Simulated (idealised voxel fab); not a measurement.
Title: Process Module voxel ribs on slabs
Xsec cut, 245 nm wide, square cell size 5 nm.
Just so we're on the same page, the cross-sections are grids of square cells, and they're listed out in bands top to bottom, each band one or more rows deep.
For a band, the entry starts with two heights in nm, that of the top and then that of the bottom, and carries on with the band's materials in order from left to right, each alongside its width in nm; the word "full width" beside a single material means it fills the band edge to edge, and "blank" means empty space.
Height is counted from the level 0, under which the received wafer is composed throughout of one material. The lowest of the bands is not closed at the bottom but continues downward, in the notation "z 0 and below".
When a width is written as two numbers, as in "30 to 40", the first number is the width in the top row of cells of the band and the second is the width in its bottom row, and the width changes by the same amount from each row to the next.
It should be understood that the words "identical to before", when stated for a given step, signify that the cross-section underwent no change in any of its cells during that step.
"Fully sealed cavities": sealed empty spaces, 8 cells or more, no open way to top, listed width x height at distance, with distance from the left edge and width, height and distance in nm.
Formally, on a step line, whatever follows the settings is a remark that the simulator itself makes on the step.
Among the settings permitted on a step's line is "overlay nm"; applied to a step with a mask, it specifies the extent to which the mask lay to the right of its planned position, whereas a negative figure signifies a position to the left.

Here's what the planned process steps look like:
- 1: RECEIVE, material Si
- 2: DIRECTIONAL_DEP, material SiO2, thk nm 30
- 3: DIRECTIONAL_DEP, material polySi, thk nm 25
- 4: MASKED_ETCH, tone cover, mask id RIB, width nm 30, etch materials polySi, depth nm 10, overlay nm 0
- 5: MASKED_ETCH, tone cover, mask id SLAB, width nm 70, etch materials polySi, depth nm 15, overlay nm 0
- 6: FILL_DEP, material SiO2, thk nm 20
- 7: CMP, height nm 70
- 8: DIRECTIONAL_DEP, material TiN, thk nm 5
- 9: DIRECTIONAL_DEP, material aC, thk nm 15
- 10: PATTERN, tone cover, mask id HEATER, material resist, width nm 40, thk nm 30, overlay nm 0
- 11: DIRECTIONAL_ETCH, etch materials aC, depth nm 15
- 12: STRIP, etch materials resist
- 13: DIRECTIONAL_ETCH, etch materials TiN, depth nm 5
- 14: STRIP, etch materials aC
- 15: CONFORMAL_DEP, material SiO2, thk nm 10

Delivered wafer in cross-section: state after step 1:
    z 0 and below | Si full width
    Fully sealed cavities: none

Cross-sectional result after module completion. Note: starting condition and plan are unchanged from above; one processing mistake was made:
    z 85 to 80 | blank=90; SiO2=60; blank=95
    z 80 to 75 | SiO2 full width
    z 75 to 70 | SiO2=100; TiN=40; SiO2=105
    z 70 to 55 | SiO2 full width
    z 55 to 45 | SiO2=85; polySi=20; SiO2=30; polySi=20; SiO2=90
    z 45 to 40 | SiO2=85; polySi=70; SiO2=90
    z 40 to 30 | polySi full width
    z 30 to 0 | SiO2 full width
    z 0 and below | Si full width
    Fully sealed cavities: none
Here's what went sideways: step 4 deviated from plan and actually ran as MASKED_ETCH, tone open, mask id RIB, width nm 30, etch materials polySi, depth nm 10, overlay nm 0
